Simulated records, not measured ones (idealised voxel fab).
The process module presented herein is designated voxel ribs on slabs.
Shown is cross-section cut, with a width of 190 nm and square cells of size 5 nm.
For the purposes of this document, a cross-section shall be understood as a grid of square cells, specified as bands listed in top-to-bottom order, each band consisting of one or more rows of cells. Top, bottom (nm), then materials left to right with widths (nm); lone material tagged "all across" fills the whole band edge to edge; "air" = empty space. Height is counted from the level 0, under which the received wafer is composed throughout of one material. The lowest of the bands is not closed at the bottom but continues downward, in the notation "z 0 and below". Width spec "30..40" -> top row of cells at first value, bottom row at second value, equal per-row change in between. Given "no change occurred" for a step, no cell of the cross-section differs between before and after that step. The list in "Closed void catalog" covers empty spaces of 8 cells or more that cannot reach the top through any open way, and it gives each as width x height at distance; the distance is from the left edge, and width, height and distance are in nm. If you see something after the settings on a step's line, that's the simulator's own remark about that step. You can add "overlay nm" to a step's line. For a step with a mask, it describes how far the mask lay to the right of its planned position, and a negative number describes a lay to the left.

plan:
- 1: RECEIVE,material Si
- 2: DIRECTIONAL_DEP,material SiO2,thk nm 30
- 3: DIRECTIONAL_DEP,material polySi,thk nm 15
- 4: MASKED_ETCH,tone cover,mask id RIB,width nm 25,etch materials polySi,depth nm 10,overlay nm 0
- 5: MASKED_ETCH,tone cover,mask id SLAB,width nm 65,etch materials polySi,depth nm 5,overlay nm 0
- 6: FILL_DEP,material SiO2,thk nm 15
- 7: CMP,height nm 55
- 8: DIRECTIONAL_DEP,material TiN,thk nm 10
- 9: PATTERN,tone cover,mask id HEATER,material resist,width nm 35,thk nm 15,overlay nm 0
- 10: DIRECTIONAL_ETCH,etch materials TiN,depth nm 10
- 11: STRIP,etch materials resist
- 12: CONFORMAL_DEP,material SiN,thk nm 10

Cross-section of the incoming wafer, state after step 1:
    z 0 and below = Si all across
    Closed void catalog: none

What the wafer looks like in cross-section after this module, when it starts as shown above and follows the plan above but one mistake is made in running it:
    z 80 to 70 = air 65 nm | SiN 55 nm | air 70 nm
    z 70 to 60 = SiN 75 nm | TiN 35 nm | SiN 80 nm
    z 60 to 55 = TiN all across
    z 55 to 45 = SiO2 all across
    z 45 to 35 = SiO2 80 nm | polySi 25 nm | SiO2 85 nm
    z 35 to 30 = SiO2 60 nm | polySi 65 nm | SiO2 65 nm
    z 30 to 0 = SiO2 all across
    z 0 and below = Si all across
    Closed void catalog: none
Deviation from plan: off-plan run, step 8, actual operation and settings DIRECTIONAL_DEP,material TiN,thk nm 15
